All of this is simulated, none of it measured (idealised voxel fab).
A process module follows: voxel self aligned vias.
Displayed cross-section: cut, width of 235 nm, square cells sized 5 nm.
Cross-section = grid of square cells, listed top down in bands; band = one or more rows. The entry gives the band's vertical extent as a top height and a bottom height in nm, then its horizontal make-up as materials from left to right, each with a width in nm. "air" stands for empty space; a single material marked "everywhere" fills the band edge to edge. Heads up on the height convention: 0 is the point under which the incoming wafer is all one material, and the lowest band has no bottom, it just keeps going down, like "top 0, no bottom". Note: "30->40" means the width goes from the first number (top row of the band) to the second number (bottom row) in equal steps per row of cells. Key: "no modification" - step with no changed cell in the cross-section. Heads up: "Closed empty spaces" only lists the empty pockets with no open path to the top that are 8 cells or more, and it writes them as width x height at distance, distance from the left edge, in nm. Whatever follows a step's settings on its line is a remark the simulator itself makes about that step. overlay nm, on a step with a mask: how far to the right of its planned place the mask lay; to the left if negative.

List of planned process steps
1: RECEIVE,material Si
2: CONFORMAL_DEP,material SiO2,thk nm 10
3: CONFORMAL_DEP,material SiCN,thk nm 5
4: DIRECTIONAL_DEP,material SiO2,thk nm 20
5: MASKED_ETCH,tone open,mask id LINES,width nm 15,pitch nm 70,etch materials SiO2,depth nm 20,overlay nm 0
6: CONFORMAL_DEP,material TiN,thk nm 5
7: FILL_DEP,material W,thk nm 10
8: CMP,height nm 35
9: SELECTIVE_ETCH,etch materials W Ru TiN,depth nm 5
10: FILL_DEP,material SiN,thk nm 5
11: CMP,height nm 35
12: DIRECTIONAL_DEP,material SiO2,thk nm 15
13: MASKED_ETCH,tone open,mask id VIAS,width nm 45,pitch nm 70,etch materials SiO2,depth nm 15,overlay nm 0
14: MASKED_ETCH,tone open,mask id VIAS,width nm 45,pitch nm 70,etch materials SiN,depth nm 5,overlay nm 0
15: CONFORMAL_DEP,material TiN,thk nm 5
16: FILL_DEP,material W,thk nm 10
17: CMP,height nm 50
18: CONFORMAL_DEP,material SiN,thk nm 5
The plan shows the width nm of step 5 as the first wafer had it; this setting differs between the wafers, which start out alike.

First of several wafers, received after step 1, in cross-section
    top 0, no bottom = Si everywhere
    Closed empty spaces: none

First wafer at the end, after step 18
    top 55, bottom 50 = SiN everywhere
    top 50, bottom 40 = SiO2 60  TiN 5  W 35  TiN 5  SiO2 25  TiN 5  W 35  TiN 5  SiO2 60
    top 40, bottom 35 = SiO2 60  TiN 20  W 5  TiN 20  SiO2 25  TiN 20  W 5  TiN 20  SiO2 60
    top 35, bottom 30 = SiO2 75  TiN 15  SiO2 55  TiN 15  SiO2 75
    top 30, bottom 20 = SiO2 75  TiN 5  W 5  TiN 5  SiO2 55  TiN 5  W 5  TiN 5  SiO2 75
    top 20, bottom 15 = SiO2 75  TiN 15  SiO2 55  TiN 15  SiO2 75
    top 15, bottom 10 = SiCN everywhere
    top 10, bottom 0 = SiO2 everywhere
    top 0, no bottom = Si everywhere
    Closed empty spaces: none

Last-wafer cross-section at the end of the module
    top 55, bottom 50 = SiN everywhere
    top 50, bottom 40 = SiO2 60  TiN 5  W 35  TiN 5  SiO2 25  TiN 5  W 35  TiN 5  SiO2 60
    top 40, bottom 35 = SiO2 60  TiN 10  W 30  TiN 5  SiO2 25  TiN 10  W 30  TiN 5  SiO2 60
    top 35, bottom 30 = SiO2 65  TiN 40  SiO2 30  TiN 40  SiO2 60
    top 30, bottom 20 = SiO2 65  TiN 5  W 30  TiN 5  SiO2 30  TiN 5  W 30  TiN 5  SiO2 60
    top 20, bottom 15 = SiO2 65  TiN 40  SiO2 30  TiN 40  SiO2 60
    top 15, bottom 10 = SiCN everywhere
    top 10, bottom 0 = SiO2 everywhere
    top 0, no bottom = Si everywhere
    Closed empty spaces: none

End of module, by wafer: material-by-material cell gain (+) or loss (-) since receipt, then closed voids
width nm 15 | +47 SiCN | +47 SiN | +345 SiO2 | +44 TiN | +34 W | Closed empty spaces: none
width nm 20 | +47 SiCN | +47 SiN | +337 SiO2 | +46 TiN | +40 W | Closed empty spaces: none
width nm 25 | +47 SiCN | +47 SiN | +329 SiO2 | +48 TiN | +46 W | Closed empty spaces: none
width nm 30 | +47 SiCN | +47 SiN | +321 SiO2 | +50 TiN | +52 W | Closed empty spaces: none
width nm 35 | +47 SiCN | +47 SiN | +313 SiO2 | +52 TiN | +58 W | Closed empty spaces: none
width nm 40 | +47 SiCN | +47 SiN | +305 SiO2 | +54 TiN | +64 W | Closed empty spaces: none
